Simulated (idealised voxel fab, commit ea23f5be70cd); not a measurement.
Herein follows the process module entitled voxel local oxidation.
The cross-section shown here is cut; it is 205 nm wide and divided into square cells measuring 5 nm on a side.
When this document writes out a cross-section, it uses a grid of square cells and lists it as bands, beginning at the top and moving down, with a band standing for one or more rows of cells.
Band: top height; bottom height; in nm. Then, left to right: material with width in nm, for each material. "full width": a single material spanning edge to edge. "air": empty space.
Where do heights start? At 0: under that level the wafer as delivered is made of one material only. And the lowest band has no floor; it just carries on downward, as in "top 0, no bottom".
When a width is written as two numbers, as in "30 to 40", the first number is the width in the top row of cells of the band and the second is the width in its bottom row, and the width changes by the same amount from each row to the next.
Take "nothing got changed" at face value: in the step it is given for, the cross-section changed in none of its cells.
Closed internal cavities: empty space of 8 cells or more with no open way to the top, each as width x height at its distance from the left edge, in nm
Post-settings text on a step line: simulator's own remark regarding the step.
"overlay nm" on a masked step: distance the mask lay right of its planned place, negative for left.

## Process steps (planned)
1,RECEIVE,material Si
2,CONFORMAL_DEP,material SiO2,thk nm 5
3,CONFORMAL_DEP,material SiN,thk nm 15
4,DIRECTIONAL_DEP,material aC,thk nm 10
5,PATTERN,tone cover,mask id ACTIVE,material resist,width nm 80,thk nm 30,overlay nm 0
6,DIRECTIONAL_ETCH,etch materials aC,depth nm 10
7,STRIP,etch materials resist
8,DIRECTIONAL_ETCH,etch materials SiN,depth nm 15
9,STRIP,etch materials aC
10,SELECTIVE_ETCH,etch materials SiO2,depth nm 5
11,OXIDIZE,depth nm 15
12,STRIP,etch materials SiN
The width nm used in step 5 is not the same on every wafer, whereas the starting condition is; the value printed in the plan is the first wafer's.

## The first of several wafers, as received after step 1, seen in section
    top 0, no bottom = Si full width
    Closed internal cavities: none

## End of module: cross-section of the first of several wafers after step 12, the last step
    top 5, bottom 0 = 65 of air, 70 of SiO2, 70 of air
    top 0, bottom -15 = 80 of SiO2, 40 of Si, 85 of SiO2
    top -15, no bottom = Si full width
    Closed internal cavities: none

## Cross-sectional depiction of the last of several wafers upon completion of the module
    top 5, bottom 0 = 55 of air, 95 of SiO2, 55 of air
    top 0, bottom -15 = 70 of SiO2, 65 of Si, 70 of SiO2
    top -15, no bottom = Si full width
    Closed internal cavities: none

## Tabulated below, wafer by wafer, are the end-of-module results: for each material, the number of cells gained (+) or lost (-) relative to the as-received state, followed by the closed voids
width nm 80, -99 Si, +113 SiO2, Closed internal cavities: none
width nm 85, -96 Si, +111 SiO2, Closed internal cavities: none
width nm 90, -93 Si, +109 SiO2, Closed internal cavities: none
width nm 95, -90 Si, +107 SiO2, Closed internal cavities: none
width nm 100, -87 Si, +105 SiO2, Closed internal cavities: none
width nm 105, -84 Si, +103 SiO2, Closed internal cavities: none
